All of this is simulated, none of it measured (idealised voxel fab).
Process module name: voxel capacitor over wiring
cross-section cut | 225 nm wide | cells 5 nm
We lay out every cross-section as a grid of square cells and spell it out in bands from the top down, where one band means one or more rows of cells.
Basically the band line says how high the top is and how high the bottom is, in nm, and then what's in it from left to right, every material with its width in nm. Empty space shows up as "blank", and if a single material carries "full width" it runs the full band edge to edge.
The level at which height equals 0 is the one under which the wafer, as it arrives, is entirely one material. No lower edge exists for the bottom band, which continues downward and is notated as in "z 0 and below".
When a width is written as two numbers, as in "30->40", the first number is the width in the top row of cells of the band and the second is the width in its bottom row, and the width changes by the same amount from each row to the next.
Key: "everything unchanged" - step with no changed cell in the cross-section.
If an empty space has no open way to the top and is at least 8 cells in size, "Completely enclosed voids" lists it, written width x height at distance, where distance is measured from the left edge and every value is in nm.
Heads up: the bit after the settings on a step's line is the simulator's remark on that step.
What "overlay nm" on a step's line means: if the step has a mask, that mask lay this far to the right of its planned place, or, when the value is negative, to the left.

List of planned process steps:
step 1: op RECEIVE | material Si
step 2: op CONFORMAL_DEP | material SiO2 | thk nm 15
step 3: op DIRECTIONAL_DEP | material TiN | thk nm 5
step 4: op DIRECTIONAL_DEP | material W | thk nm 25
step 5: op MASKED_ETCH | tone cover | mask id METAL_1 | width nm 30 | pitch nm 95 | etch materials W | depth nm 25 | overlay nm 0
step 6: op MASKED_ETCH | tone cover | mask id METAL_1 | width nm 30 | pitch nm 95 | etch materials TiN | depth nm 5 | overlay nm 0
step 7: op CONFORMAL_DEP | material SiN | thk nm 5
step 8: op FILL_DEP | material SiO2 | thk nm 10
step 9: op CMP | height nm 45
step 10: op CONFORMAL_DEP | material SiCN | thk nm 5
step 11: op DIRECTIONAL_DEP | material lowk | thk nm 20
step 12: op DIRECTIONAL_DEP | material aC | thk nm 15
step 13: op PATTERN | tone open | mask id PLUG_1 | material resist | width nm 15 | thk nm 30 | overlay nm 0
step 14: op DIRECTIONAL_ETCH | etch materials aC | depth nm 15
step 15: op STRIP | etch materials resist
step 16: op DIRECTIONAL_ETCH | etch materials lowk | depth nm 20
step 17: op DIRECTIONAL_ETCH | etch materials SiCN | depth nm 5
step 18: op STRIP | etch materials aC
step 19: op EPI | material Ru | thk nm 10
step 20: op EPI | material Ru | thk nm 10
step 21: op EPI | material Ru | thk nm 5
step 22: op DIRECTIONAL_DEP | material TiN | thk nm 10
step 23: op DIRECTIONAL_DEP | material SiN | thk nm 5
step 24: op DIRECTIONAL_DEP | material TiN | thk nm 10
step 25: op DIRECTIONAL_DEP | material aC | thk nm 15
step 26: op PATTERN | tone cover | mask id UPPER_PLATE | material resist | width nm 70 | thk nm 35 | overlay nm 0
step 27: op DIRECTIONAL_ETCH | etch materials aC | depth nm 15
step 28: op STRIP | etch materials resist
step 29: op DIRECTIONAL_ETCH | etch materials TiN | depth nm 10
step 30: op DIRECTIONAL_ETCH | etch materials SiN | depth nm 5
step 31: op STRIP | etch materials aC
step 32: op DIRECTIONAL_DEP | material aC | thk nm 10
step 33: op PATTERN | tone cover | mask id LOWER_PLATE | material resist | width nm 80 | thk nm 25 | overlay nm 0
step 34: op DIRECTIONAL_ETCH | etch materials aC | depth nm 10
step 35: op STRIP | etch materials resist
step 36: op DIRECTIONAL_ETCH | etch materials TiN | depth nm 10
step 37: op STRIP | etch materials aC
step 38: op FILL_DEP | material SiO2 | thk nm 20
step 39: op CMP | height nm 110
step 40: op DIRECTIONAL_DEP | material aC | thk nm 15
step 41: op PATTERN | tone open | mask id PLUG_2 | material resist | width nm 15 | thk nm 35 | overlay nm 0
step 42: op DIRECTIONAL_ETCH | etch materials aC | depth nm 15
step 43: op STRIP | etch materials resist
step 44: op DIRECTIONAL_ETCH | etch materials SiO2 | depth nm 15
step 45: op STRIP | etch materials aC
step 46: op CONFORMAL_DEP | material TiN | thk nm 5
step 47: op FILL_DEP | material Ru | thk nm 10
step 48: op CMP | height nm 110
step 49: op CONFORMAL_DEP | material SiCN | thk nm 5

Delivered wafer in cross-section: state after step 1:
- z 0 and below | Si full width
- Completely enclosed voids: none

The first of two wafers, cross-sectioned at the end of the module, with the run proceeding as planned:
- z 115 to 110 | SiCN full width
- z 110 to 100 | SiO2: 75 | TiN: 5 | Ru: 5 | TiN: 5 | SiO2: 135
- z 100 to 95 | SiO2: 75 | TiN: 15 | SiO2: 135
- z 95 to 85 | SiO2: 65 | TiN: 70 | SiO2: 90
- z 85 to 80 | SiO2: 65 | SiN: 70 | SiO2: 90
- z 80 to 70 | SiO2: 60 | TiN: 80 | SiO2: 85
- z 70 to 50 | lowk: 65 | Ru: 15 | lowk: 145
- z 50 to 45 | SiCN: 65 | Ru: 15 | SiCN: 145
- z 45 to 20 | SiO2: 45 | SiN: 5 | W: 30 | SiN: 5 | SiO2: 55 | SiN: 5 | W: 30 | SiN: 5 | SiO2: 45
- z 20 to 15 | SiN: 50 | TiN: 30 | SiN: 65 | TiN: 30 | SiN: 50
- z 15 to 0 | SiO2 full width
- z 0 and below | Si full width
- Completely enclosed voids: none

Second wafer of the two, sectioned at the end of the module. It began like the first and followed the same plan, but one mistake was made while running it:
- z 115 to 110 | SiCN full width
- z 110 to 100 | SiO2: 75 | TiN: 5 | Ru: 5 | TiN: 5 | SiO2: 135
- z 100 to 95 | SiO2: 75 | TiN: 15 | SiO2: 135
- z 95 to 85 | SiO2: 65 | TiN: 70 | SiO2: 90
- z 85 to 80 | SiO2: 65 | SiN: 70 | SiO2: 90
- z 80 to 70 | SiO2: 60 | TiN: 80 | SiO2: 85
- z 70 to 50 | lowk: 65 | Ru: 15 | lowk: 145
- z 50 to 45 | SiCN: 65 | Ru: 15 | SiCN: 145
- z 45 to 25 | SiO2: 50 | SiN: 5 | W: 20 | SiN: 5 | SiO2: 65 | SiN: 5 | W: 20 | SiN: 5 | SiO2: 50
- z 25 to 20 | SiO2: 45 | SiN: 10 | W: 20 | SiN: 10 | SiO2: 55 | SiN: 10 | W: 20 | SiN: 10 | SiO2: 45
- z 20 to 15 | SiN: 50 | TiN: 30 | SiN: 65 | TiN: 30 | SiN: 50
- z 15 to 0 | SiO2 full width
- z 0 and below | Si full width
- Completely enclosed voids: none
So what did we get wrong on this run? it should be noted that step 5 was executed with settings other than those planned, the operation and settings actually applied being op MASKED_ETCH | tone cover | mask id METAL_1 | width nm 20 | pitch nm 95 | etch materials W | depth nm 25 | overlay nm 0
Materials where the second wafer ends with more or fewer cells than the first: 4 more of SiN, 16 more of SiO2, 20 fewer of W
